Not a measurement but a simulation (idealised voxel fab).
process module | voxel wiring stack
Square cell edge 5 nm, section width 300 nm, ID cut.
The cross-sections in this document take the form of a grid made of square cells. They are written out as bands, in order from top to bottom. Each band consists of one or more rows of cells.
Read a band's entry like this: the first values are the height of its top and the height of its bottom in nm, and what follows is the sequence of materials from left to right, each with its width in nm. Note that "air" is empty space, and that a single material marked "full width" reaches across the band from edge to edge.
Note: height 0 marks the level under which the wafer is uniformly one material as received. Lowest band unbounded below, written "z 0 and below".
Graded width ("30->40"): value in top row of band = first number; value in bottom row = second number; row-to-row change constant.
You'll sometimes find "all unchanged" written for a step, and that's the way of saying that nowhere in the cross-section did a cell change during that step.
Each empty space that has no open way to the top and spans at least 8 cells appears under "Closed-off voids" as width x height at distance, the distance counted from the left edge, all in nm.
Post-settings text on a step line: simulator's own remark regarding the step.
overlay nm: for a step with a mask, the amount by which the mask lay right of where it was planned; a negative amount means left of it.

SET OUT BELOW ARE THE PLANNED STEPS OF THE PROCESS
1 RECEIVE, material Si
2 CONFORMAL_DEP, material SiO2, thk nm 15
3 DIRECTIONAL_DEP, material TiN, thk nm 5
4 DIRECTIONAL_DEP, material W, thk nm 25
5 DIRECTIONAL_DEP, material aC, thk nm 15
6 PATTERN, tone cover, mask id METAL_1, material resist, width nm 20, pitch nm 35, thk nm 30, overlay nm 0
7 DIRECTIONAL_ETCH, etch materials aC, depth nm 15
8 STRIP, etch materials resist
9 DIRECTIONAL_ETCH, etch materials W, depth nm 25
10 DIRECTIONAL_ETCH, etch materials TiN, depth nm 5
11 STRIP, etch materials aC
12 FILL_DEP, material SiO2, thk nm 10
13 CMP, height nm 45
14 CONFORMAL_DEP, material SiCN, thk nm 5
15 DIRECTIONAL_DEP, material lowk, thk nm 20
16 PATTERN, tone open, mask id PLUG_1, material resist, width nm 15, thk nm 20, overlay nm 0
17 DIRECTIONAL_ETCH, etch materials lowk, depth nm 20
18 DIRECTIONAL_ETCH, etch materials SiCN, depth nm 5
19 STRIP, etch materials resist
20 EPI, material Ru, thk nm 10
21 EPI, material Ru, thk nm 10
22 EPI, material Ru, thk nm 5
23 DIRECTIONAL_DEP, material TiN, thk nm 5
24 DIRECTIONAL_DEP, material W, thk nm 25
25 DIRECTIONAL_DEP, material aC, thk nm 15
26 PATTERN, tone cover, mask id METAL_2, material resist, width nm 20, pitch nm 35, thk nm 35, overlay nm 0
27 DIRECTIONAL_ETCH, etch materials aC, depth nm 15
28 STRIP, etch materials resist
29 DIRECTIONAL_ETCH, etch materials W, depth nm 25
30 DIRECTIONAL_ETCH, etch materials TiN, depth nm 5
31 STRIP, etch materials aC
32 CONFORMAL_DEP, material SiN, thk nm 5
33 FILL_DEP, material SiO2, thk nm 5
34 CMP, height nm 100
35 CONFORMAL_DEP, material SiCN, thk nm 5
36 DIRECTIONAL_DEP, material SiO2, thk nm 20
37 PATTERN, tone open, mask id PLUG_2, material resist, width nm 15, thk nm 20, overlay nm 0
38 DIRECTIONAL_ETCH, etch materials SiO2, depth nm 20
39 DIRECTIONAL_ETCH, etch materials SiCN, depth nm 5
40 STRIP, etch materials resist
41 EPI, material Ru, thk nm 10
42 EPI, material Ru, thk nm 10
43 EPI, material Ru, thk nm 5
44 DIRECTIONAL_DEP, material TiN, thk nm 5
45 DIRECTIONAL_DEP, material Ru, thk nm 15
46 MASKED_ETCH, tone cover, mask id METAL_3, width nm 20, pitch nm 35, etch materials Ru, depth nm 15, overlay nm 0
47 MASKED_ETCH, tone cover, mask id METAL_3, width nm 20, pitch nm 35, etch materials TiN, depth nm 5, overlay nm 0
48 CONFORMAL_DEP, material SiCN, thk nm 5
49 FILL_DEP, material SiO2, thk nm 5
50 CMP, height nm 145
51 CONFORMAL_DEP, material SiCN, thk nm 5

AS-RECEIVED STATE OF THE WAFER IN CROSS-SECTION, EQUIVALENT TO POST-STEP 1
    z 0 and below: Si full width
    Closed-off voids: none

RUN AS PLANNED - FIRST OF THE TWO WAFERS CROSS-SECTIONED AT THE END OF THE MODULE
    z 150 to 145: SiCN full width
    z 145 to 130: 115 nm SiO2  5 nm SiCN  20 nm Ru  5 nm SiCN  5 nm SiO2  5 nm SiCN  20 nm Ru  5 nm SiCN  120 nm SiO2
    z 130 to 125: 120 nm SiCN  20 nm TiN  15 nm SiCN  20 nm TiN  125 nm SiCN
    z 125 to 105: 120 nm SiO2  15 nm Ru  165 nm SiO2
    z 105 to 100: 120 nm SiCN  15 nm Ru  165 nm SiCN
    z 100 to 75: 115 nm SiO2  5 nm SiN  20 nm W  5 nm SiN  5 nm SiO2  5 nm SiN  20 nm W  5 nm SiN  120 nm SiO2
    z 75 to 70: 120 nm SiN  20 nm TiN  15 nm SiN  20 nm TiN  125 nm SiN
    z 70 to 50: 120 nm lowk  15 nm Ru  165 nm lowk
    z 50 to 45: 120 nm SiCN  15 nm Ru  165 nm SiCN
    z 45 to 20: 120 nm SiO2  20 nm W  15 nm SiO2  20 nm W  125 nm SiO2
    z 20 to 15: 120 nm SiO2  20 nm TiN  15 nm SiO2  20 nm TiN  125 nm SiO2
    z 15 to 0: SiO2 full width
    z 0 and below: Si full width
    Closed-off voids: none

CROSS-SECTION AT END OF MODULE FOR THE SECOND WAFER OF TWO, WHICH MATCHED THE FIRST IN STARTING POINT AND PLAN AND DIFFERED BY ONE MISTAKE IN ITS PROCESSING
    z 150 to 145: SiCN full width
    z 145 to 140: 115 nm SiO2  5 nm SiCN  20 nm Ru  5 nm SiCN  5 nm SiO2  30 nm SiCN  120 nm SiO2
    z 140 to 130: 115 nm SiO2  5 nm SiCN  20 nm Ru  5 nm SiCN  5 nm SiO2  5 nm SiCN  20 nm Ru  5 nm SiCN  120 nm SiO2
    z 130 to 125: 110 nm SiO2  10 nm SiCN  20 nm TiN  5 nm SiCN  5 nm SiO2  5 nm SiCN  20 nm Ru  5 nm SiCN  120 nm SiO2
    z 125 to 120: 115 nm SiCN  25 nm Ru  15 nm SiCN  20 nm TiN  125 nm SiCN
    z 120 to 105: 120 nm SiO2  15 nm Ru  165 nm SiO2
    z 105 to 100: 120 nm SiCN  15 nm Ru  165 nm SiCN
    z 100 to 75: 115 nm SiO2  5 nm SiN  20 nm W  5 nm SiN  5 nm SiO2  5 nm SiN  20 nm W  5 nm SiN  120 nm SiO2
    z 75 to 70: 120 nm SiN  20 nm TiN  15 nm SiN  20 nm TiN  125 nm SiN
    z 70 to 50: 120 nm lowk  15 nm Ru  165 nm lowk
    z 50 to 45: 120 nm SiCN  15 nm Ru  165 nm SiCN
    z 45 to 20: 120 nm SiO2  20 nm W  15 nm SiO2  20 nm W  125 nm SiO2
    z 20 to 15: 120 nm SiO2  20 nm TiN  15 nm SiO2  20 nm TiN  125 nm SiO2
    z 15 to 0: SiO2 full width
    z 0 and below: Si full width
    Closed-off voids: none
Deviation from plan: planned and actual differ for step 36; actual: DIRECTIONAL_DEP, material SiO2, thk nm 15
End of process, cell counts, second wafer against first, materials with more or fewer: Ru +2, SiCN +8, SiO2 -10
